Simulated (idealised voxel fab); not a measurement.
The process module presented herein is designated voxel transistor to metal.
Shown is cross-section cut, with a width of 205 nm and square cells of size 5 nm.
Bands, listed from the top down, are how a cross-section gets written in this document; the cross-section itself is a grid of square cells, and a band is one or more rows of them. Each band's line starts with the height of the band's top and of its bottom, in nm. Then come its materials from left to right, each with its width in nm. One material with "full width" fills the band from edge to edge. "air" is empty space. Height datum 0, below which the as-received substrate wafer is one material. Lowest band open at the bottom, running downward: "0 -> down". It should be noted that a width expressed as "30..40" varies in equal increments from row to row of cells within the band, taking the value of the first number at the top row and that of the second number at the bottom row. The designation "changes: none", where it is given for a processing step, indicates that no cell of the cross-section was altered in the course of that step. Look at "Closed cavities" for the closed voids: empty spaces with no open path to the top, sized 8 cells or up. Each is width x height at distance, distance from the left edge, all nm. Whatever follows a step's settings on its line is a remark the simulator itself makes about that step. The setting "overlay nm" may be written on the line of a step. When the step uses a mask, the value reports how far to the right of the planned place the mask lay, and a negative value reports that it lay to the left. If you're wondering how to read the rest of this, here's the deal. It's pairs of cross-sections: one from before a process step, one from after it. The after one is only drawn as far down as the lowest band that changed. Right under each pair you'll see which step sits between them and what its settings were. Don't read the pairs as one continuous story, though. They can come from different runs of this module on the same starting wafer, and a pair only carries on from the one above it where its entry headed "Before step" says so.
**Before step**
    20 -> 10: SiO2=55  air=15  SiO2=60  air=15  SiO2=60
    10 -> 5: SiO2=55  air=15  SiO2=5  SiN=10  TiN=5  W=20  TiN=5  SiN=10  SiO2=5  air=15  SiO2=60
    5 -> -5: SiO2=55  air=5  nSi=15  SiN=10  TiN=5  W=20  TiN=5  SiN=10  nSi=15  air=5  SiO2=60
    -5 -> -10: SiO2=50  nSi=25  SiO2=5  TiN=40  SiO2=5  nSi=25  SiO2=55
    -10 -> -20: SiO2=55  nSi=20  Si=50  nSi=20  SiO2=60
    -20 -> -45: SiO2=55  Si=90  SiO2=60
    -45 -> down: Si full width
    Closed cavities: none
**Step Result**
    25 -> 20: TiN=60  air=5  TiN=70  air=5  TiN=65
    20 -> 10: SiO2=55  TiN=5  air=5  TiN=5  SiO2=60  TiN=5  air=5  TiN=5  SiO2=60
    10 -> 5: SiO2=55  TiN=15  SiO2=5  SiN=10  TiN=5  W=20  TiN=5  SiN=10  SiO2=5  TiN=15  SiO2=60
    5 -> -5: SiO2=55  TiN=5  nSi=15  SiN=10  TiN=5  W=20  TiN=5  SiN=10  nSi=15  TiN=5  SiO2=60
    Everything under -5 stays put, no change at all.
    Closed cavities: none
Quick note on the step between the two cross-sections above: CONFORMAL_DEP: material TiN, thk nm 5
Before step: Please consult the pair immediately above; the cross-section it shows after its step is the state before this step.
**Step Result**
    35 -> 25: Ru full width
    25 -> 20: TiN=60  Ru=5  TiN=70  Ru=5  TiN=65
    20 -> 10: SiO2=55  TiN=5  Ru=5  TiN=5  SiO2=60  TiN=5  Ru=5  TiN=5  SiO2=60
    Everything under 10 stays put, no change at all.
    Closed cavities: none
Quick note on the step between the two cross-sections above: FILL_DEP: material Ru, thk nm 10
Before step: Please consult the pair immediately above; the cross-section it shows after its step is the state before this step.
**Step Result**
    20 -> 10: SiO2=55  TiN=5  Ru=5  TiN=5  SiO2=60  TiN=5  Ru=5  TiN=5  SiO2=60
    Everything under 10 stays put, no change at all.
    Closed cavities: none
Quick note on the step between the two cross-sections above: CMP: height nm 20
Before step: Please consult the pair immediately above; the cross-section it shows after its step is the state before this step.
**Step Result**
    25 -> 20: TiN full width
    Everything under 20 stays put, no change at all.
    Closed cavities: none
Quick note on the step between the two cross-sections above: DIRECTIONAL_DEP: material TiN, thk nm 5
Before step: Please consult the pair immediately above; the cross-section it shows after its step is the state before this step.
**Step Result**
    45 -> 25: Ru full width
    Everything under 25 stays put, no change at all.
    Closed cavities: none
Quick note on the step between the two cross-sections above: DIRECTIONAL_DEP: material Ru, thk nm 20
Before step: Please consult the pair immediately above; the cross-section it shows after its step is the state before this step.
**Step Result**
    55 -> 45: aC full width
    Everything under 45 stays put, no change at all.
    Closed cavities: none
Quick note on the step between the two cross-sections above: DIRECTIONAL_DEP: material aC, thk nm 10
Before step: Please consult the pair immediately above; the cross-section it shows after its step is the state before this step.
**Step Result**
    80 -> 55: air=55  resist=15  air=60  resist=15  air=60
    Everything under 55 stays put, no change at all.
    Closed cavities: none
Quick note on the step between the two cross-sections above: PATTERN: tone cover, mask id METAL_1, material resist, width nm 15, pitch nm 75, thk nm 25, overlay nm 0
Before step: Please consult the pair immediately above; the cross-section it shows after its step is the state before this step.
**Step Result**
    70 -> 55: air=55  resist=15  air=60  resist=15  air=60
    55 -> 45: air=55  aC=15  air=60  aC=15  air=60
    Everything under 45 stays put, no change at all.
    Closed cavities: none
Quick note on the step between the two cross-sections above: DIRECTIONAL_ETCH: etch materials aC, depth nm 10
Before step: Please consult the pair immediately above; the cross-section it shows after its step is the state before this step.
**Step Result**
    55 -> 45: air=55  aC=15  air=60  aC=15  air=60
    Everything under 45 stays put, no change at all.
    Closed cavities: none
Quick note on the step between the two cross-sections above: STRIP: etch materials resist
Before step: Please consult the pair immediately above; the cross-section it shows after its step is the state before this step.
**Step Result**
    55 -> 45: air=55  aC=15  air=60  aC=15  air=60
    45 -> 25: air=55  Ru=15  air=60  Ru=15  air=60
    Everything under 25 stays put, no change at all.
    Closed cavities: none
Quick note on the step between the two cross-sections above: DIRECTIONAL_ETCH: etch materials Ru, depth nm 20
Before step: Please consult the pair immediately above; the cross-section it shows after its step is the state before this step.
**Step Result**
    55 -> 45: air=55  aC=15  air=60  aC=15  air=60
    45 -> 25: air=55  Ru=15  air=60  Ru=15  air=60
    25 -> 20: air=55  TiN=15  air=60  TiN=15  air=60
    Everything under 20 stays put, no change at all.
    Closed cavities: none
Quick note on the step between the two cross-sections above: DIRECTIONAL_ETCH: etch materials TiN, depth nm 5
Before step: Please consult the pair immediately above; the cross-section it shows after its step is the state before this step.
**Step Result**
    45 -> 25: air=55  Ru=15  air=60  Ru=15  air=60
    Everything under 25 stays put, no change at all.
    Closed cavities: none
Quick note on the step between the two cross-sections above: STRIP: etch materials aC
Before step: Please consult the pair immediately above; the cross-section it shows after its step is the state before this step.
**Step Result**
    50 -> 45: air=50  SiN=25  air=50  SiN=25  air=55
    45 -> 25: air=50  SiN=5  Ru=15  SiN=5  air=50  SiN=5  Ru=15  SiN=5  air=55
    25 -> 20: SiN=55  TiN=15  SiN=60  TiN=15  SiN=60
    Everything under 20 stays put, no change at all.
    Closed cavities: none
Quick note on the step between the two cross-sections above: CONFORMAL_DEP: material SiN, thk nm 5
Before step: Please consult the pair immediately above; the cross-section it shows after its step is the state before this step.
**Step Result**
    60 -> 50: lowk full width
    50 -> 45: lowk=50  SiN=25  lowk=50  SiN=25  lowk=55
    45 -> 25: lowk=50  SiN=5  Ru=15  SiN=5  lowk=50  SiN=5  Ru=15  SiN=5  lowk=55
    Everything under 25 stays put, no change at all.
    Closed cavities: none
Quick note on the step between the two cross-sections above: FILL_DEP: material lowk, thk nm 10
Before step: Please consult the pair immediately above; the cross-section it shows after its step is the state before this step.
**Step Result**
    45 -> 25: lowk=50  SiN=5  Ru=15  SiN=5  lowk=50  SiN=5  Ru=15  SiN=5  lowk=55
    Everything under 25 stays put, no change at all.
    Closed cavities: none
Quick note on the step between the two cross-sections above: CMP: height nm 45
Before step: Please consult the pair immediately above; the cross-section it shows after its step is the state before this step.
**Step Result**
    50 -> 45: SiCN full width
    Everything under 45 stays put, no change at all.
    Closed cavities: none
Quick note on the step between the two cross-sections above: CONFORMAL_DEP: material SiCN, thk nm 5
Before step: Please consult the pair immediately above; the cross-section it shows after its step is the state before this step.
**Step Result**
    80 -> 50: lowk full width
    Everything under 50 stays put, no change at all.
    Closed cavities: none
Quick note on the step between the two cross-sections above: DIRECTIONAL_DEP: material lowk, thk nm 30
Before step: Please consult the pair immediately above; the cross-section it shows after its step is the state before this step.
**Step Result**
    100 -> 80: resist=55  air=15  resist=60  air=15  resist=60
    Everything under 80 stays put, no change at all.
    Closed cavities: none
Quick note on the step between the two cross-sections above: PATTERN: tone open, mask id METAL_2, material resist, width nm 15, pitch nm 75, thk nm 20, overlay nm 0
Before step: Please consult the pair immediately above; the cross-section it shows after its step is the state before this step.
**Step Result**
    100 -> 80: resist=55  air=15  resist=60  air=15  resist=60
    80 -> 65: lowk=55  air=15  lowk=60  air=15  lowk=60
    Everything under 65 stays put, no change at all.
    Closed cavities: none
Quick note on the step between the two cross-sections above: DIRECTIONAL_ETCH: etch materials lowk, depth nm 15
Before step: Please consult the pair immediately above; the cross-section it shows after its step is the state before this step.
**Step Result**
    80 -> 65: lowk=55  air=15  lowk=60  air=15  lowk=60
    Everything under 65 stays put, no change at all.
    Closed cavities: none
Quick note on the step between the two cross-sections above: STRIP: etch materials resist
Before step: Please consult the pair immediately above; the cross-section it shows after its step is the state before this step.
**Step Result**
    100 -> 80: resist=55  air=15  resist=60  air=15  resist=60
    Everything under 80 stays put, no change at all.
    Closed cavities: none
Quick note on the step between the two cross-sections above: PATTERN: tone open, mask id METAL_2_HOLES, material resist, width nm 15, pitch nm 75, thk nm 20, overlay nm 0
Before step: Please consult the pair immediately above; the cross-section it shows after its step is the state before this step.
**Step Result**
    100 -> 80: resist=55  air=15  resist=60  air=15  resist=60
    80 -> 50: lowk=55  air=15  lowk=60  air=15  lowk=60
    Everything under 50 stays put, no change at all.
    Closed cavities: none
Quick note on the step between the two cross-sections above: DIRECTIONAL_ETCH: etch materials lowk, depth nm 15
Before step: Please consult the pair immediately above; the cross-section it shows after its step is the state before this step.
**Step Result**
    100 -> 80: resist=55  air=15  resist=60  air=15  resist=60
    80 -> 50: lowk=55  air=15  lowk=60  air=15  lowk=60
    50 -> 45: SiCN=55  air=15  SiCN=60  air=15  SiCN=60
    Everything under 45 stays put, no change at all.
    Closed cavities: none
Quick note on the step between the two cross-sections above: DIRECTIONAL_ETCH: etch materials SiCN, depth nm 5
Before step: Please consult the pair immediately above; the cross-section it shows after its step is the state before this step.
**Step Result**
    80 -> 50: lowk=55  air=15  lowk=60  air=15  lowk=60
    Everything under 50 stays put, no change at all.
    Closed cavities: none
Quick note on the step between the two cross-sections above: STRIP: etch materials resist
Before step: Please consult the pair immediately above; the cross-section it shows after its step is the state before this step.
**Step Result**
    85 -> 80: TiN=60  air=5  TiN=70  air=5  TiN=65
    80 -> 50: lowk=55  TiN=5  air=5  TiN=5  lowk=60  TiN=5  air=5  TiN=5  lowk=60
    50 -> 45: SiCN=55  TiN=15  SiCN=60  TiN=15  SiCN=60
    Everything under 45 stays put, no change at all.
    Closed cavities: none
Quick note on the step between the two cross-sections above: CONFORMAL_DEP: material TiN, thk nm 5
Before step: Please consult the pair immediately above; the cross-section it shows after its step is the state before this step.
**Step Result**
    90 -> 85: Ru full width
    85 -> 80: TiN=60  Ru=5  TiN=70  Ru=5  TiN=65
    80 -> 50: lowk=55  TiN=5  Ru=5  TiN=5  lowk=60  TiN=5  Ru=5  TiN=5  lowk=60
    Everything under 50 stays put, no change at all.
    Closed cavities: none
Quick note on the step between the two cross-sections above: FILL_DEP: material Ru, thk nm 5
Before step: Please consult the pair immediately above; the cross-section it shows after its step is the state before this step.
**Step Result**
    80 -> 50: lowk=55  TiN=5  Ru=5  TiN=5  lowk=60  TiN=5  Ru=5  TiN=5  lowk=60
    Everything under 50 stays put, no change at all.
    Closed cavities: none
Quick note on the step between the two cross-sections above: CMP: height nm 80
Before step: Please consult the pair immediately above; the cross-section it shows after its step is the state before this step.
**Step Result**
    85 -> 80: SiN full width
    Everything under 80 stays put, no change at all.
    Closed cavities: none
Quick note on the step between the two cross-sections above: CONFORMAL_DEP: material SiN, thk nm 5
**Before step**
    80 -> 50: lowk full width
    50 -> 45: SiCN full width
    45 -> 25: lowk=50  SiN=5  Ru=15  SiN=5  lowk=50  SiN=5  Ru=15  SiN=5  lowk=55
    25 -> 20: SiN=55  TiN=15  SiN=60  TiN=15  SiN=60
    20 -> 10: SiO2=55  TiN=5  Ru=5  TiN=5  SiO2=60  TiN=5  Ru=5  TiN=5  SiO2=60
    10 -> 5: SiO2=55  TiN=15  SiO2=5  SiN=10  HfO2=5  TiN=5  W=10  TiN=5  HfO2=5  SiN=10  SiO2=5  TiN=15  SiO2=60
    5 -> 0: SiO2=55  TiN=5  nSi=15  SiN=10  HfO2=5  TiN=5  W=10  TiN=5  HfO2=5  SiN=10  nSi=15  TiN=5  SiO2=60
    0 -> -5: SiO2=55  TiN=5  nSi=15  SiN=10  HfO2=5  TiN=20  HfO2=5  SiN=10  nSi=15  TiN=5  SiO2=60
    -5 -> -10: SiO2=50  nSi=25  SiO2=5  HfO2=40  SiO2=5  nSi=25  SiO2=55
    -10 -> -20: SiO2=55  nSi=20  Si=50  nSi=20  SiO2=60
    -20 -> -45: SiO2=55  Si=90  SiO2=60
    -45 -> down: Si full width
    Closed cavities: none
**Step Result**
    110 -> 50: lowk full width
    Everything under 50 stays put, no change at all.
    Closed cavities: none
Quick note on the step between the two cross-sections above: DIRECTIONAL_DEP: material lowk, thk nm 30
Before step: Please consult the pair immediately above; the cross-section it shows after its step is the state before this step.
**Step Result**
    130 -> 110: resist=55  air=15  resist=60  air=15  resist=60
    Everything under 110 stays put, no change at all.
    Closed cavities: none
Quick note on the step between the two cross-sections above: PATTERN: tone open, mask id METAL_2, material resist, width nm 15, pitch nm 75, thk nm 20, overlay nm 0
Before step: Please consult the pair immediately above; the cross-section it shows after its step is the state before this step.
**Step Result**
    130 -> 110: resist=55  air=15  resist=60  air=15  resist=60
    110 -> 95: lowk=55  air=15  lowk=60  air=15  lowk=60
    Everything under 95 stays put, no change at all.
    Closed cavities: none
Quick note on the step between the two cross-sections above: DIRECTIONAL_ETCH: etch materials lowk, depth nm 15
Before step: Please consult the pair immediately above; the cross-section it shows after its step is the state before this step.
**Step Result**
    110 -> 95: lowk=55  air=15  lowk=60  air=15  lowk=60
    Everything under 95 stays put, no change at all.
    Closed cavities: none
Quick note on the step between the two cross-sections above: STRIP: etch materials resist
Before step: Please consult the pair immediately above; the cross-section it shows after its step is the state before this step.
**Step Result**
    130 -> 110: resist=55  air=15  resist=60  air=15  resist=60
    Everything under 110 stays put, no change at all.
    Closed cavities: none
Quick note on the step between the two cross-sections above: PATTERN: tone open, mask id METAL_2_HOLES, material resist, width nm 15, pitch nm 75, thk nm 20, overlay nm 0
Before step: Please consult the pair immediately above; the cross-section it shows after its step is the state before this step.
**Step Result**
    130 -> 110: resist=55  air=15  resist=60  air=15  resist=60
    110 -> 80: lowk=55  air=15  lowk=60  air=15  lowk=60
    Everything under 80 stays put, no change at all.
    Closed cavities: none
Quick note on the step between the two cross-sections above: DIRECTIONAL_ETCH: etch materials lowk, depth nm 15
Before step: Please consult the pair immediately above; the cross-section it shows after its step is the state before this step.
**Step Result**
    110 -> 80: lowk=55  air=15  lowk=60  air=15  lowk=60
    Everything under 80 stays put, no change at all.
    Closed cavities: none
Quick note on the step between the two cross-sections above: STRIP: etch materials resist
Before step: Please consult the pair immediately above; the cross-section it shows after its step is the state before this step.
**Step Result**
    115 -> 110: TiN=60  air=5  TiN=70  air=5  TiN=65
    110 -> 85: lowk=55  TiN=5  air=5  TiN=5  lowk=60  TiN=5  air=5  TiN=5  lowk=60
    85 -> 80: lowk=55  TiN=15  lowk=60  TiN=15  lowk=60
    Everything under 80 stays put, no change at all.
    Closed cavities: none
Quick note on the step between the two cross-sections above: CONFORMAL_DEP: material TiN, thk nm 5
Before step: Please consult the pair immediately above; the cross-section it shows after its step is the state before this step.
**Step Result**
    120 -> 115: Ru full width
    115 -> 110: TiN=60  Ru=5  TiN=70  Ru=5  TiN=65
    110 -> 85: lowk=55  TiN=5  Ru=5  TiN=5  lowk=60  TiN=5  Ru=5  TiN=5  lowk=60
    Everything under 85 stays put, no change at all.
    Closed cavities: none
Quick note on the step between the two cross-sections above: FILL_DEP: material Ru, thk nm 5
Before step: Please consult the pair immediately above; the cross-section it shows after its step is the state before this step.
**Step Result**
    80 -> 50: lowk full width
    Everything under 50 stays put, no change at all.
    Closed cavities: none
Quick note on the step between the two cross-sections above: CMP: height nm 80
Before step: Please consult the pair immediately above; the cross-section it shows after its step is the state before this step.
**Step Result**
    85 -> 80: SiN full width
    Everything under 80 stays put, no change at all.
    Closed cavities: none
Quick note on the step between the two cross-sections above: CONFORMAL_DEP: material SiN, thk nm 5
**Before step**
    30 -> 15: air=75  SiN=10  SiCN=30  SiN=10  air=80
    15 -> -5: air=75  SiN=10  polySi=30  SiN=10  air=80
    -5 -> -10: air=75  SiO2=50  air=80
    -10 -> -45: SiO2=55  Si=90  SiO2=60
    -45 -> down: Si full width
    Closed cavities: none
**Step Result**
    30 -> 15: air=75  SiN=10  SiCN=30  SiN=10  air=80
    15 -> 5: air=75  SiN=10  polySi=30  SiN=10  air=80
    5 -> -5: air=40  nSi=35  SiN=10  polySi=30  SiN=10  nSi=35  air=45
    -5 -> -10: air=40  nSi=35  SiO2=50  nSi=35  air=45
    Everything under -10 stays put, no change at all.
    Closed cavities: none
Quick note on the step between the two cross-sections above: EPI: material nSi, thk nm 15
Before step: Please consult the pair immediately above; the cross-section it shows after its step is the state before this step.
**Step Result**
    30 -> 15: air=75  SiN=10  SiCN=30  SiN=10  air=80
    15 -> -5: air=75  SiN=10  polySi=30  SiN=10  air=80
    Everything under -5 stays put, no change at all.
    Closed cavities: none
Quick note on the step between the two cross-sections above: DIRECTIONAL_ETCH: etch materials Si, depth nm 10
Before step: Please consult the pair immediately above; the cross-section it shows after its step is the state before this step.
**Step Result**
    35 -> 30: SiO2 full width
    30 -> 15: SiO2=75  SiN=10  SiCN=30  SiN=10  SiO2=80
    15 -> -5: SiO2=75  SiN=10  polySi=30  SiN=10  SiO2=80
    -5 -> -10: SiO2=40  nSi=35  SiO2=50  nSi=35  SiO2=45
    Everything under -10 stays put, no change at all.
    Closed cavities: none
Quick note on the step between the two cross-sections above: FILL_DEP: material SiO2, thk nm 5
Before step: Please consult the pair immediately above; the cross-section it shows after its step is the state before this step.
**Step Result**
    15 -> -5: SiO2=75  SiN=10  polySi=30  SiN=10  SiO2=80
    Everything under -5 stays put, no change at all.
    Closed cavities: none
Quick note on the step between the two cross-sections above: CMP: height nm 15
Before step: Please consult the pair immediately above; the cross-section it shows after its step is the state before this step.
**Step Result**
    15 -> -5: SiO2=75  SiN=10  air=30  SiN=10  SiO2=80
    Everything under -5 stays put, no change at all.
    Closed cavities: none
Quick note on the step between the two cross-sections above: STRIP: etch materials polySi
Before step: Please consult the pair immediately above; the cross-section it shows after its step is the state before this step.
**Step Result**
    15 -> 10: air=75  SiN=10  air=30  SiN=10  air=80
    10 -> -5: SiO2=75  SiN=10  air=30  SiN=10  SiO2=80
    -5 -> -10: SiO2=40  nSi=35  SiO2=5  air=40  SiO2=5  nSi=35  SiO2=45
    Everything under -10 stays put, no change at all.
    Closed cavities: none
Quick note on the step between the two cross-sections above: SELECTIVE_ETCH: etch materials SiO2, depth nm 5
Before step: Please consult the pair immediately above; the cross-section it shows after its step is the state before this step.
**Step Result**
    20 -> 15: air=70  HfO2=20  air=20  HfO2=20  air=75
    15 -> 10: HfO2=75  SiN=10  HfO2=5  air=20  HfO2=5  SiN=10  HfO2=80
    10 -> -5: SiO2=75  SiN=10  HfO2=5  air=20  HfO2=5  SiN=10  SiO2=80
    -5 -> -10: SiO2=40  nSi=35  SiO2=5  HfO2=40  SiO2=5  nSi=35  SiO2=45
    Everything under -10 stays put, no change at all.
    Closed cavities: none
Quick note on the step between the two cross-sections above: CONFORMAL_DEP: material HfO2, thk nm 5
Before step: Please consult the pair immediately above; the cross-section it shows after its step is the state before this step.
**Step Result**
    25 -> 20: air=65  TiN=30  air=10  TiN=30  air=70
    20 -> 15: TiN=70  HfO2=20  TiN=5  air=10  TiN=5  HfO2=20  TiN=75
    15 -> 10: HfO2=75  SiN=10  HfO2=5  TiN=5  air=10  TiN=5  HfO2=5  SiN=10  HfO2=80
    10 -> 0: SiO2=75  SiN=10  HfO2=5  TiN=5  air=10  TiN=5  HfO2=5  SiN=10  SiO2=80
    0 -> -5: SiO2=75  SiN=10  HfO2=5  TiN=20  HfO2=5  SiN=10  SiO2=80
    Everything under -5 stays put, no change at all.
    Closed cavities: none
Quick note on the step between the two cross-sections above: CONFORMAL_DEP: material TiN, thk nm 5
Before step: Please consult the pair immediately above; the cross-section it shows after its step is the state before this step.
**Step Result**
    30 -> 25: W full width
    25 -> 20: W=65  TiN=30  W=10  TiN=30  W=70
    20 -> 15: TiN=70  HfO2=20  TiN=5  W=10  TiN=5  HfO2=20  TiN=75
    15 -> 10: HfO2=75  SiN=10  HfO2=5  TiN=5  W=10  TiN=5  HfO2=5  SiN=10  HfO2=80
    10 -> 0: SiO2=75  SiN=10  HfO2=5  TiN=5  W=10  TiN=5  HfO2=5  SiN=10  SiO2=80
    Everything under 0 stays put, no change at all.
    Closed cavities: none
Quick note on the step between the two cross-sections above: FILL_DEP: material W, thk nm 5
Before step: Please consult the pair immediately above; the cross-section it shows after its step is the state before this step.
**Step Result**
    10 -> 0: SiO2=75  SiN=10  HfO2=5  TiN=5  W=10  TiN=5  HfO2=5  SiN=10  SiO2=80
    Everything under 0 stays put, no change at all.
    Closed cavities: none
Quick note on the step between the two cross-sections above: CMP: height nm 10
Before step: Please consult the pair immediately above; the cross-section it shows after its step is the state before this step.
**Step Result**
    20 -> 10: SiO2 full width
    Everything under 10 stays put, no change at all.
    Closed cavities: none
Quick note on the step between the two cross-sections above: DIRECTIONAL_DEP: material SiO2, thk nm 10
Before step: Please consult the pair immediately above; the cross-section it shows after its step is the state before this step.
**Step Result**
    40 -> 20: resist=55  air=15  resist=60  air=15  resist=60
    Everything under 20 stays put, no change at all.
    Closed cavities: none
Quick note on the step between the two cross-sections above: PATTERN: tone open, mask id CONTACT, material resist, width nm 15, pitch nm 75, thk nm 20, overlay nm 0
Before step: Please consult the pair immediately above; the cross-section it shows after its step is the state before this step.
**Step Result**
    40 -> 20: resist=55  air=15  resist=60  air=15  resist=60
    20 -> 10: SiO2=55  air=15  SiO2=60  air=15  SiO2=60
    10 -> 0: SiO2=55  air=15  SiO2=5  SiN=10  HfO2=5  TiN=5  W=10  TiN=5  HfO2=5  SiN=10  SiO2=5  air=15  SiO2=60
    0 -> -5: SiO2=55  air=15  SiO2=5  SiN=10  HfO2=5  TiN=20  HfO2=5  SiN=10  SiO2=5  air=15  SiO2=60
    Everything under -5 stays put, no change at all.
    Closed cavities: none
Quick note on the step between the two cross-sections above: DIRECTIONAL_ETCH: etch materials SiO2, depth nm 25
Before step: Please consult the pair immediately above; the cross-section it shows after its step is the state before this step.
**Step Result**
    20 -> 10: SiO2=55  air=15  SiO2=60  air=15  SiO2=60
    Everything under 10 stays put, no change at all.
    Closed cavities: none
Quick note on the step between the two cross-sections above: STRIP: etch materials resist
Before step: Please consult the pair immediately above; the cross-section it shows after its step is the state before this step.
**Step Result**
    25 -> 20: TiN=60  air=5  TiN=70  air=5  TiN=65
    20 -> 10: SiO2=55  TiN=5  air=5  TiN=5  SiO2=60  TiN=5  air=5  TiN=5  SiO2=60
    10 -> 0: SiO2=55  TiN=5  air=5  TiN=5  SiO2=5  SiN=10  HfO2=5  TiN=5  W=10  TiN=5  HfO2=5  SiN=10  SiO2=5  TiN=5  air=5  TiN=5  SiO2=60
    0 -> -5: SiO2=55  TiN=15  SiO2=5  SiN=10  HfO2=5  TiN=20  HfO2=5  SiN=10  SiO2=5  TiN=15  SiO2=60
    Everything under -5 stays put, no change at all.
    Closed cavities: none
Quick note on the step between the two cross-sections above: CONFORMAL_DEP: material TiN, thk nm 5
Before step: Please consult the pair immediately above; the cross-section it shows after its step is the state before this step.
**Step Result**
    35 -> 25: Ru full width
    25 -> 20: TiN=60  Ru=5  TiN=70  Ru=5  TiN=65
    20 -> 10: SiO2=55  TiN=5  Ru=5  TiN=5  SiO2=60  TiN=5  Ru=5  TiN=5  SiO2=60
    10 -> 0: SiO2=55  TiN=5  Ru=5  TiN=5  SiO2=5  SiN=10  HfO2=5  TiN=5  W=10  TiN=5  HfO2=5  SiN=10  SiO2=5  TiN=5  Ru=5  TiN=5  SiO2=60
    Everything under 0 stays put, no change at all.
    Closed cavities: none
Quick note on the step between the two cross-sections above: FILL_DEP: material Ru, thk nm 10
Before step: Please consult the pair immediately above; the cross-section it shows after its step is the state before this step.
**Step Result**
    20 -> 10: SiO2=55  TiN=5  Ru=5  TiN=5  SiO2=60  TiN=5  Ru=5  TiN=5  SiO2=60
    Everything under 10 stays put, no change at all.
    Closed cavities: none
Quick note on the step between the two cross-sections above: CMP: height nm 20
Before step: Please consult the pair immediately above; the cross-section it shows after its step is the state before this step.
**Step Result**
    25 -> 20: TiN full width
    Everything under 20 stays put, no change at all.
    Closed cavities: none
Quick note on the step between the two cross-sections above: DIRECTIONAL_DEP: material TiN, thk nm 5
Before step: Please consult the pair immediately above; the cross-section it shows after its step is the state before this step.
**Step Result**
    45 -> 25: Ru full width
    Everything under 25 stays put, no change at all.
    Closed cavities: none
Quick note on the step between the two cross-sections above: DIRECTIONAL_DEP: material Ru, thk nm 20
Before step: Please consult the pair immediately above; the cross-section it shows after its step is the state before this step.
**Step Result**
    55 -> 45: aC full width
    Everything under 45 stays put, no change at all.
    Closed cavities: none
Quick note on the step between the two cross-sections above: DIRECTIONAL_DEP: material aC, thk nm 10
Before step: Please consult the pair immediately above; the cross-section it shows after its step is the state before this step.
**Step Result**
    80 -> 55: air=55  resist=15  air=60  resist=15  air=60
    Everything under 55 stays put, no change at all.
    Closed cavities: none
Quick note on the step between the two cross-sections above: PATTERN: tone cover, mask id METAL_1, material resist, width nm 15, pitch nm 75, thk nm 25, overlay nm 0
Before step: Please consult the pair immediately above; the cross-section it shows after its step is the state before this step.
**Step Result**
    70 -> 55: air=55  resist=15  air=60  resist=15  air=60
    55 -> 45: air=55  aC=15  air=60  aC=15  air=60
    Everything under 45 stays put, no change at all.
    Closed cavities: none
Quick note on the step between the two cross-sections above: DIRECTIONAL_ETCH: etch materials aC, depth nm 10
Before step: Please consult the pair immediately above; the cross-section it shows after its step is the state before this step.
**Step Result**
    55 -> 45: air=55  aC=15  air=60  aC=15  air=60
    Everything under 45 stays put, no change at all.
    Closed cavities: none
Quick note on the step between the two cross-sections above: STRIP: etch materials resist
Before step: Please consult the pair immediately above; the cross-section it shows after its step is the state before this step.
**Step Result**
    55 -> 45: air=55  aC=15  air=60  aC=15  air=60
    45 -> 25: air=55  Ru=15  air=60  Ru=15  air=60
    Everything under 25 stays put, no change at all.
    Closed cavities: none
Quick note on the step between the two cross-sections above: DIRECTIONAL_ETCH: etch materials Ru, depth nm 20
Before step: Please consult the pair immediately above; the cross-section it shows after its step is the state before this step.
**Step Result**
    55 -> 45: air=55  aC=15  air=60  aC=15  air=60
    45 -> 25: air=55  Ru=15  air=60  Ru=15  air=60
    25 -> 20: air=55  TiN=15  air=60  TiN=15  air=60
    Everything under 20 stays put, no change at all.
    Closed cavities: none
Quick note on the step between the two cross-sections above: DIRECTIONAL_ETCH: etch materials TiN, depth nm 5
Before step: Please consult the pair immediately above; the cross-section it shows after its step is the state before this step.
**Step Result**
    45 -> 25: air=55  Ru=15  air=60  Ru=15  air=60
    Everything under 25 stays put, no change at all.
    Closed cavities: none
Quick note on the step between the two cross-sections above: STRIP: etch materials aC
Before step: Please consult the pair immediately above; the cross-section it shows after its step is the state before this step.
**Step Result**
    50 -> 45: air=50  SiN=25  air=50  SiN=25  air=55
    45 -> 25: air=50  SiN=5  Ru=15  SiN=5  air=50  SiN=5  Ru=15  SiN=5  air=55
    25 -> 20: SiN=55  TiN=15  SiN=60  TiN=15  SiN=60
    Everything under 20 stays put, no change at all.
    Closed cavities: none
Quick note on the step between the two cross-sections above: CONFORMAL_DEP: material SiN, thk nm 5
Before step: Please consult the pair immediately above; the cross-section it shows after its step is the state before this step.
**Step Result**
    60 -> 50: lowk full width
    50 -> 45: lowk=50  SiN=25  lowk=50  SiN=25  lowk=55
    45 -> 25: lowk=50  SiN=5  Ru=15  SiN=5  lowk=50  SiN=5  Ru=15  SiN=5  lowk=55
    Everything under 25 stays put, no change at all.
    Closed cavities: none
Quick note on the step between the two cross-sections above: FILL_DEP: material lowk, thk nm 10
Before step: Please consult the pair immediately above; the cross-section it shows after its step is the state before this step.
**Step Result**
    45 -> 25: lowk=50  SiN=5  Ru=15  SiN=5  lowk=50  SiN=5  Ru=15  SiN=5  lowk=55
    Everything under 25 stays put, no change at all.
    Closed cavities: none
Quick note on the step between the two cross-sections above: CMP: height nm 45
Before step: Please consult the pair immediately above; the cross-section it shows after its step is the state before this step.
**Step Result**
    50 -> 45: SiCN full width
    Everything under 45 stays put, no change at all.
    Closed cavities: none
Quick note on the step between the two cross-sections above: CONFORMAL_DEP: material SiCN, thk nm 5
Before step: Please consult the pair immediately above; the cross-section it shows after its step is the state before this step.
**Step Result**
    80 -> 50: lowk full width
    Everything under 50 stays put, no change at all.
    Closed cavities: none
Quick note on the step between the two cross-sections above: DIRECTIONAL_DEP: material lowk, thk nm 30
Before step: Please consult the pair immediately above; the cross-section it shows after its step is the state before this step.
**Step Result**
    100 -> 80: resist=55  air=15  resist=60  air=15  resist=60
    Everything under 80 stays put, no change at all.
    Closed cavities: none
Quick note on the step between the two cross-sections above: PATTERN: tone open, mask id METAL_2, material resist, width nm 15, pitch nm 75, thk nm 20, overlay nm 0
Before step: Please consult the pair immediately above; the cross-section it shows after its step is the state before this step.
**Step Result**
    100 -> 80: resist=55  air=15  resist=60  air=15  resist=60
    80 -> 65: lowk=55  air=15  lowk=60  air=15  lowk=60
    Everything under 65 stays put, no change at all.
    Closed cavities: none
Quick note on the step between the two cross-sections above: DIRECTIONAL_ETCH: etch materials lowk, depth nm 15
Before step: Please consult the pair immediately above; the cross-section it shows after its step is the state before this step.
**Step Result**
    80 -> 65: lowk=55  air=15  lowk=60  air=15  lowk=60
    Everything under 65 stays put, no change at all.
    Closed cavities: none
Quick note on the step between the two cross-sections above: STRIP: etch materials resist
